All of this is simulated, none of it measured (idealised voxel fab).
process module | voxel capacitor over wiring
cross-section cut | 155 nm wide | cells 5 nm
A cross-section is a grid of square cells, given in bands from the top down. A band is one or more rows of cells.
Each band's line starts with the height of the band's top and of its bottom, in nm. Then come its materials from left to right, each with its width in nm. One material with "throughout" fills the band from edge to edge. "air" is empty space.
Height 0 is the level under which the wafer as received is all one material. The lowest band goes on downwards, as in "0 down".
A width such as "30 to 40" changes by the same amount from each row of cells to the next, from the band's top row to its bottom row.
"no change" after a step means that no cell of the cross-section changed.
closed voids: empty space of 8 cells or more with no open way to the top, each as width x height at its distance from the left edge, in nm
after a step's settings: what the simulator itself notes on the step
overlay nm, on a step with a mask: how far to the right of its planned place the mask lay; to the left if negative
plan
1 op RECEIVE | material Si
2 op CONFORMAL_DEP | material SiO2 | thk nm 15
3 op CONFORMAL_DEP | material SiCN | thk nm 5
4 op DIRECTIONAL_DEP | material SiO2 | thk nm 20
5 op DIRECTIONAL_DEP | material aC | thk nm 10
6 op PATTERN | tone open | mask id METAL_1 | material resist | width nm 30 | pitch nm 85 | thk nm 30 | overlay nm 0
7 op DIRECTIONAL_ETCH | etch materials aC | depth nm 10
8 op STRIP | etch materials resist
9 op DIRECTIONAL_ETCH | etch materials SiO2 | depth nm 20
10 op DIRECTIONAL_ETCH | etch materials SiCN | depth nm 5
11 op STRIP | etch materials aC
12 op CONFORMAL_DEP | material TiN | thk nm 5
13 op FILL_DEP | material Cu | thk nm 10
14 op CMP | height nm 40
15 op EPI | material Ru | thk nm 5
16 op FILL_DEP | material SiCN | thk nm 5
17 op DIRECTIONAL_DEP | material lowk | thk nm 20
18 op DIRECTIONAL_DEP | material aC | thk nm 10
19 op PATTERN | tone open | mask id PLUG_1 | material resist | width nm 15 | thk nm 30 | overlay nm -15
20 op DIRECTIONAL_ETCH | etch materials aC | depth nm 10
21 op STRIP | etch materials resist
22 op DIRECTIONAL_ETCH | etch materials lowk | depth nm 20
23 op DIRECTIONAL_ETCH | etch materials SiCN | depth nm 5
24 op STRIP | etch materials aC
25 op EPI | material Ru | thk nm 10
26 op EPI | material Ru | thk nm 10
27 op EPI | material Ru | thk nm 5
28 op DIRECTIONAL_DEP | material TiN | thk nm 5
29 op DIRECTIONAL_DEP | material HfO2 | thk nm 5
30 op DIRECTIONAL_DEP | material TiN | thk nm 5
31 op PATTERN | tone cover | mask id UPPER_PLATE | material resist | width nm 60 | thk nm 15 | overlay nm 0
32 op DIRECTIONAL_ETCH | etch materials TiN | depth nm 5
33 op DIRECTIONAL_ETCH | etch materials HfO2 | depth nm 5
34 op STRIP | etch materials resist
35 op DIRECTIONAL_DEP | material aC | thk nm 15
36 op PATTERN | tone cover | mask id LOWER_PLATE | material resist | width nm 70 | thk nm 35 | overlay nm 0
37 op DIRECTIONAL_ETCH | etch materials aC | depth nm 15
38 op STRIP | etch materials resist
39 op DIRECTIONAL_ETCH | etch materials TiN | depth nm 5
40 op STRIP | etch materials aC
41 op FILL_DEP | material SiO2 | thk nm 15
42 op CMP | height nm 95
43 op MASKED_ETCH | tone open | mask id PLUG_2 | width nm 15 | etch materials SiO2 | depth nm 10 | overlay nm 0
44 op CONFORMAL_DEP | material TiN | thk nm 5
45 op FILL_DEP | material W | thk nm 10
46 op CMP | height nm 95
47 op CONFORMAL_DEP | material SiCN | thk nm 5
varied across the wafers: overlay nm of step 19. The plan shows the first wafer's value. All wafers start alike
first wafer as received, after step 1
  0 down: Si throughout
  closed voids: none
first wafer at the end, after step 47
  100 to 95: SiCN throughout
  95 to 90: SiO2 45 | TiN 5 | W 5 | TiN 5 | SiO2 95
  90 to 80: SiO2 45 to 35 | TiN 15 to 60 | SiO2 95 to 60
  80 to 75: SiO2 35 | HfO2 60 | SiO2 60
  75 to 70: SiO2 30 | TiN 70 | SiO2 55
  70 to 50: lowk 20 | Ru 15 | lowk 120
  50 to 45: SiCN 20 | Ru 15 | SiCN 120
  45 to 40: SiCN 15 | Ru 40 | SiCN 45 | Ru 40 | SiCN 15
  40 to 20: SiO2 20 | TiN 5 | Cu 20 | TiN 5 | SiO2 55 | TiN 5 | Cu 20 | TiN 5 | SiO2 20
  20 to 15: SiCN 20 | TiN 30 | SiCN 55 | TiN 30 | SiCN 20
  15 to 0: SiO2 throughout
  0 down: Si throughout
  closed voids: none
last wafer at the end
  100 to 95: SiCN throughout
  95 to 90: SiO2 45 | TiN 5 | W 5 | TiN 5 | SiO2 95
  90 to 80: SiO2 45 to 35 | TiN 15 to 60 | SiO2 95 to 60
  80 to 75: SiO2 35 | HfO2 60 | SiO2 60
  75 to 70: SiO2 30 | TiN 70 | SiO2 55
  70 to 50: lowk 50 | Ru 15 | lowk 90
  50 to 45: SiCN 50 | Ru 15 | SiCN 90
  45 to 40: SiCN 15 | Ru 40 | SiCN 45 | Ru 40 | SiCN 15
  40 to 20: SiO2 20 | TiN 5 | Cu 20 | TiN 5 | SiO2 55 | TiN 5 | Cu 20 | TiN 5 | SiO2 20
  20 to 15: SiCN 20 | TiN 30 | SiCN 55 | TiN 30 | SiCN 20
  15 to 0: SiO2 throughout
  0 down: Si throughout
  closed voids: none
each wafer at the end: cells of each material gained (+) or lost (-) since it was received, then its closed voids
overlay nm -15 | +32 Cu | +12 HfO2 | +31 Ru | +93 SiCN | +280 SiO2 | +59 TiN | +1 W | +112 lowk | closed voids: none
overlay nm -10 | +32 Cu | +12 HfO2 | +31 Ru | +93 SiCN | +280 SiO2 | +59 TiN | +1 W | +112 lowk | closed voids: none
overlay nm -5 | +32 Cu | +12 HfO2 | +31 Ru | +93 SiCN | +280 SiO2 | +59 TiN | +1 W | +112 lowk | closed voids: none
overlay nm 0 | +32 Cu | +12 HfO2 | +31 Ru | +93 SiCN | +280 SiO2 | +59 TiN | +1 W | +112 lowk | closed voids: none
overlay nm 5 | +32 Cu | +12 HfO2 | +31 Ru | +93 SiCN | +280 SiO2 | +59 TiN | +1 W | +112 lowk | closed voids: none
overlay nm 10 | +32 Cu | +12 HfO2 | +31 Ru | +93 SiCN | +280 SiO2 | +59 TiN | +1 W | +112 lowk | closed voids: none
overlay nm 15 | +32 Cu | +12 HfO2 | +31 Ru | +93 SiCN | +280 SiO2 | +59 TiN | +1 W | +112 lowk | closed voids: none
